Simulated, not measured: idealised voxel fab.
The name of this process module is voxel ribs on slabs.
Xsec cut, 210 nm wide, square cell size 5 nm.
Cross-section = grid of square cells, listed top down in bands; band = one or more rows. Heights first: top, then bottom, in nm. Then materials, left to right, each with a width in nm. "all across" on a single material: fills the band edge to edge. "air": empty space. Heights are expressed relative to 0, this being the level below which the as-received wafer comprises one material exclusively. The lowest band is unbounded in the downward direction and is denoted as in "z 0 and below". Width "30..40": first value at the band's top row of cells, second value at its bottom row, equal change from row to row. Key: "no change occurred" - step with no changed cell in the cross-section. Basically, "Enclosed cavity list" tells you about the enclosed voids: empty spaces with no open way to the top, 8 cells or bigger, each written width x height at distance, where distance is from the left edge, all in nm. Text after the settings on a step's line: the simulator's own remark on that step. You can add "overlay nm" to a step's line. For a step with a mask, it describes how far the mask lay to the right of its planned position, and a negative number describes a lay to the left.
[Set out below are the planned steps of the process]
- 1: RECEIVE (material Si)
- 2: DIRECTIONAL_DEP (material SiO2; thk nm 20)
- 3: DIRECTIONAL_DEP (material polySi; thk nm 15)
- 4: PATTERN (tone cover; mask id RIB; material resist; width nm 15; thk nm 15; overlay nm 0)
- 5: DIRECTIONAL_ETCH (etch materials polySi; depth nm 10)
- 6: STRIP (etch materials resist)
- 7: MASKED_ETCH (tone cover; mask id SLAB; width nm 65; etch materials polySi; depth nm 5; overlay nm 0)
- 8: FILL_DEP (material SiO2; thk nm 15)
- 9: CMP (height nm 45)
- 10: DIRECTIONAL_DEP (material W; thk nm 10)
- 11: DIRECTIONAL_DEP (material aC; thk nm 10)
- 12: PATTERN (tone cover; mask id HEATER; material resist; width nm 25; thk nm 25; overlay nm -15)
- 13: DIRECTIONAL_ETCH (etch materials aC; depth nm 10)
- 14: STRIP (etch materials resist)
- 15: DIRECTIONAL_ETCH (etch materials W; depth nm 10)
- 16: STRIP (etch materials aC)
- 17: CONFORMAL_DEP (material SiN; thk nm 5)
Wafers differ in overlay nm at step 12; plan lists the first wafer's value; identical starting state.
[Cross-section of the first incoming wafer of several, state after step 1]
- z 0 and below  Si all across
- Enclosed cavity list: none
[Quick key for the table: a row per wafer, taken at the end of the module. For each material it tells you how many cells the wafer gained (+) or lost (-) since it came in, and the closed voids come after]
overlay nm -15; +46 SiN; +359 SiO2; +10 W; +19 polySi; Enclosed cavity list: none
overlay nm -10; +46 SiN; +359 SiO2; +10 W; +19 polySi; Enclosed cavity list: none
overlay nm -5; +46 SiN; +359 SiO2; +10 W; +19 polySi; Enclosed cavity list: none
overlay nm 0; +46 SiN; +359 SiO2; +10 W; +19 polySi; Enclosed cavity list: none
overlay nm 5; +46 SiN; +359 SiO2; +10 W; +19 polySi; Enclosed cavity list: none
overlay nm 10; +46 SiN; +359 SiO2; +10 W; +19 polySi; Enclosed cavity list: none
overlay nm 15; +46 SiN; +359 SiO2; +10 W; +19 polySi; Enclosed cavity list: none
